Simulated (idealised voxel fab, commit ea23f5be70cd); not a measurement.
This section sets out a process module, namely voxel tone inversion.
Each square cell in cross-section cut measures 5 nm, and the section as a whole is 230 nm wide.
This document writes a cross-section as a grid whose cells are square, and gives it as bands, listed from the top down; one or more rows of cells form a band.
Each band's line starts with the height of the band's top and of its bottom, in nm. Then come its materials from left to right, each with its width in nm. One material with "all across" fills the band from edge to edge. "empty" is empty space.
Heights are reckoned from 0. Under this level, the received wafer is all of one material. The bottommost band is open-ended downward, for example "0 down".
When a width is written as two numbers, as in "30->40", the first number is the width in the top row of cells of the band and the second is the width in its bottom row, and the width changes by the same amount from each row to the next.
Take "stayed the same" at face value: in the step it is given for, the cross-section changed in none of its cells.
Voids not open to the top, 8 cells minimum: see "Sealed internal voids". Written width x height at distance; distance is from the left edge; nm.
after a step's settings: what the simulator itself notes on the step
overlay nm: mask offset rightward from planned place, masked step; negative means leftward offset.
Process steps foreseen in the plan
1: op RECEIVE | material Si
2: op CONFORMAL_DEP | material SiCN | thk nm 10
3: op DIRECTIONAL_DEP | material polySi | thk nm 20
4: op PATTERN | tone cover | mask id POSTS | material resist | width nm 15 | pitch nm 40 | thk nm 30 | overlay nm 0
5: op DIRECTIONAL_ETCH | etch materials polySi | depth nm 20
6: op STRIP | etch materials resist
7: op FILL_DEP | material lowk | thk nm 10
8: op CMP | height nm 30
9: op STRIP | etch materials polySi
10: op CONFORMAL_DEP | material TiN | thk nm 5
11: op FILL_DEP | material Ru | thk nm 10
12: op CMP | height nm 30
13: op CONFORMAL_DEP | material SiN | thk nm 5
First of two wafers: run as planned
As received (post step 1): cross-section
- 0 down: Si all across
- Sealed internal voids: none
Cross-section through the wafer, step 2 finished
- 10 to 0: SiCN all across
- Rest of section, below 0: as before.
Cross-section through the wafer, step 3 finished
- 30 to 10: polySi all across
- Rest of section, below 10: as before.
Cross-section through the wafer, step 4 finished
- 60 to 30: empty 65  resist 15  empty 25  resist 15  empty 25  resist 15  empty 70
- Rest of section, below 30: as before.
Cross-section through the wafer, step 5 finished
- 60 to 30: empty 65  resist 15  empty 25  resist 15  empty 25  resist 15  empty 70
- 30 to 10: empty 65  polySi 15  empty 25  polySi 15  empty 25  polySi 15  empty 70
- Rest of section, below 10: as before.
Cross-section through the wafer, step 6 finished
- 30 to 10: empty 65  polySi 15  empty 25  polySi 15  empty 25  polySi 15  empty 70
- Rest of section, below 10: as before.
Cross-section through the wafer, step 7 finished
- 40 to 30: lowk all across
- 30 to 10: lowk 65  polySi 15  lowk 25  polySi 15  lowk 25  polySi 15  lowk 70
- Rest of section, below 10: as before.
Cross-section through the wafer, step 8 finished
- 30 to 10: lowk 65  polySi 15  lowk 25  polySi 15  lowk 25  polySi 15  lowk 70
- Rest of section, below 10: as before.
Cross-section through the wafer, step 9 finished
- 30 to 10: lowk 65  empty 15  lowk 25  empty 15  lowk 25  empty 15  lowk 70
- Rest of section, below 10: as before.
Cross-section through the wafer, step 10 finished
- 35 to 30: TiN 70  empty 5  TiN 35  empty 5  TiN 35  empty 5  TiN 75
- 30 to 15: lowk 65  TiN 5  empty 5  TiN 5  lowk 25  TiN 5  empty 5  TiN 5  lowk 25  TiN 5  empty 5  TiN 5  lowk 70
- 15 to 10: lowk 65  TiN 15  lowk 25  TiN 15  lowk 25  TiN 15  lowk 70
- Rest of section, below 10: as before.
Cross-section through the wafer, step 11 finished
- 45 to 35: Ru all across
- 35 to 30: TiN 70  Ru 5  TiN 35  Ru 5  TiN 35  Ru 5  TiN 75
- 30 to 15: lowk 65  TiN 5  Ru 5  TiN 5  lowk 25  TiN 5  Ru 5  TiN 5  lowk 25  TiN 5  Ru 5  TiN 5  lowk 70
- Rest of section, below 15: as before.
Cross-section through the wafer, step 12 finished
- 30 to 15: lowk 65  TiN 5  Ru 5  TiN 5  lowk 25  TiN 5  Ru 5  TiN 5  lowk 25  TiN 5  Ru 5  TiN 5  lowk 70
- Rest of section, below 15: as before.
Cross-section through the wafer, step 13 finished
- 35 to 30: SiN all across
- Rest of section, below 30: as before.
Second wafer, same starting state and plan as the first, one mistake in the run, identical through step 1
Second wafer profile in section, at the moment step 2 of the plan was meant to be complete
- 20 to 0: polySi all across
- Rest of section, below 0: as before.
Second wafer profile in section, at the moment step 3 of the plan was meant to be complete
- 30 to 20: SiCN all across
- Rest of section, below 20: as before.
Second wafer profile in section, at the moment step 4 of the plan was meant to be complete
- 60 to 30: empty 65  resist 15  empty 25  resist 15  empty 25  resist 15  empty 70
- Rest of section, below 30: as before.
Second wafer profile in section, at the moment step 5 of the plan was meant to be complete: stayed the same
Second wafer profile in section, at the moment step 6 of the plan was meant to be complete
- 30 to 20: SiCN all across
- Rest of section, below 20: as before.
Second wafer profile in section, at the moment step 7 of the plan was meant to be complete
- 40 to 30: lowk all across
- Rest of section, below 30: as before.
Second wafer profile in section, at the moment step 8 of the plan was meant to be complete
- 30 to 20: SiCN all across
- Rest of section, below 20: as before.
Second wafer profile in section, at the moment step 9 of the plan was meant to be complete: stayed the same
Second wafer profile in section, at the moment step 10 of the plan was meant to be complete
- 35 to 30: TiN all across
- Rest of section, below 30: as before.
Second wafer profile in section, at the moment step 11 of the plan was meant to be complete
- 45 to 35: Ru all across
- Rest of section, below 35: as before.
Second wafer profile in section, at the moment step 12 of the plan was meant to be complete
- 30 to 20: SiCN all across
- Rest of section, below 20: as before.
Second wafer profile in section, at the moment step 13 of the plan was meant to be complete
- 35 to 30: SiN all across
- Rest of section, below 30: as before.
Short version of what went wrong: a sequencing error occurred in which plan steps 2 and 3 were transposed
In the final state, the cell counts of the second wafer exceed or fall short of those of the first for the following materials: 9 fewer of Ru | 27 fewer of TiN | 148 fewer of lowk | 184 more of polySi
